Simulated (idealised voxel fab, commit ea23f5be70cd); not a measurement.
process module | voxel self aligned vias
cross-section cut | 280 nm wide | cells 5 nm
A cross-section is a grid of square cells, given in bands from the top down. A band is one or more rows of cells.
Each band's line starts with the height of the band's top and of its bottom, in nm. Then come its materials from left to right, each with its width in nm. One material with "throughout" fills the band from edge to edge. "air" is empty space.
Height 0 is the level under which the wafer as received is all one material. The lowest band goes on downwards, as in "0 down".
A width such as "30 to 40" changes by the same amount from each row of cells to the next, from the band's top row to its bottom row.
"no change" after a step means that no cell of the cross-section changed.
closed voids: empty space of 8 cells or more with no open way to the top, each as width x height at its distance from the left edge, in nm
after a step's settings: what the simulator itself notes on the step
overlay nm, on a step with a mask: how far to the right of its planned place the mask lay; to the left if negative
plan
1 op RECEIVE | material Si
2 op CONFORMAL_DEP | material SiO2 | thk nm 15
3 op CONFORMAL_DEP | material SiCN | thk nm 5
4 op DIRECTIONAL_DEP | material SiO2 | thk nm 20
5 op MASKED_ETCH | tone open | mask id LINES | width nm 20 | pitch nm 45 | etch materials SiO2 | depth nm 20 | overlay nm 0
6 op CONFORMAL_DEP | material TiN | thk nm 5
7 op FILL_DEP | material W | thk nm 5
8 op CMP | height nm 40
9 op SELECTIVE_ETCH | etch materials W Ru TiN | depth nm 5
10 op FILL_DEP | material SiN | thk nm 10
11 op CMP | height nm 40
12 op DIRECTIONAL_DEP | material SiO2 | thk nm 15
13 op DIRECTIONAL_DEP | material aC | thk nm 10
14 op PATTERN | tone open | mask id VIAS | material resist | width nm 30 | pitch nm 45 | thk nm 25 | overlay nm 0
15 op DIRECTIONAL_ETCH | etch materials aC | depth nm 10
16 op STRIP | etch materials resist
17 op DIRECTIONAL_ETCH | etch materials SiO2 | depth nm 15
18 op DIRECTIONAL_ETCH | etch materials SiN | depth nm 5
19 op STRIP | etch materials aC
20 op CONFORMAL_DEP | material TiN | thk nm 5
21 op FILL_DEP | material W | thk nm 5
22 op CMP | height nm 55
23 op CONFORMAL_DEP | material SiCN | thk nm 5
as received, after step 1
  0 down: Si throughout
  closed voids: none
first wafer at the end, as planned
  60 to 55: SiCN throughout
  55 to 45: SiO2 80 | TiN 5 | W 20 | TiN 5 | SiO2 15 | TiN 5 | W 20 | TiN 5 | SiO2 15 | TiN 5 | W 20 | TiN 5 | SiO2 80
  45 to 40: SiO2 80 | TiN 10 | W 10 | TiN 10 | SiO2 15 | TiN 10 | W 10 | TiN 10 | SiO2 15 | TiN 10 | W 10 | TiN 10 | SiO2 80
  40 to 35: SiO2 85 | TiN 20 | SiO2 25 | TiN 20 | SiO2 25 | TiN 20 | SiO2 85
  35 to 25: SiO2 85 | TiN 5 | W 10 | TiN 5 | SiO2 25 | TiN 5 | W 10 | TiN 5 | SiO2 25 | TiN 5 | W 10 | TiN 5 | SiO2 85
  25 to 20: SiO2 85 | TiN 20 | SiO2 25 | TiN 20 | SiO2 25 | TiN 20 | SiO2 85
  20 to 15: SiCN throughout
  15 to 0: SiO2 throughout
  0 down: Si throughout
  closed voids: none
second wafer at the end: like start, like plan, one mistake
  60 to 55: SiCN throughout
  55 to 45: SiO2 85 | TiN 5 | W 15 | TiN 5 | SiO2 20 | TiN 5 | W 15 | TiN 5 | SiO2 20 | TiN 5 | W 15 | TiN 5 | SiO2 80
  45 to 40: SiO2 85 | TiN 5 | W 10 | TiN 10 | SiO2 20 | TiN 5 | W 10 | TiN 10 | SiO2 20 | TiN 5 | W 10 | TiN 10 | SiO2 80
  40 to 35: SiO2 85 | TiN 20 | SiO2 25 | TiN 20 | SiO2 25 | TiN 20 | SiO2 85
  35 to 25: SiO2 85 | TiN 5 | W 10 | TiN 5 | SiO2 25 | TiN 5 | W 10 | TiN 5 | SiO2 25 | TiN 5 | W 10 | TiN 5 | SiO2 85
  25 to 20: SiO2 85 | TiN 20 | SiO2 25 | TiN 20 | SiO2 25 | TiN 20 | SiO2 85
  20 to 15: SiCN throughout
  15 to 0: SiO2 throughout
  0 down: Si throughout
  closed voids: none
what went wrong: step 14 ran as: op PATTERN | tone open | mask id VIAS | material resist | width nm 25 | pitch nm 45 | thk nm 25 | overlay nm 0
at the end the second wafer has, in cells: 9 more of SiO2 | 3 fewer of TiN | 6 fewer of W
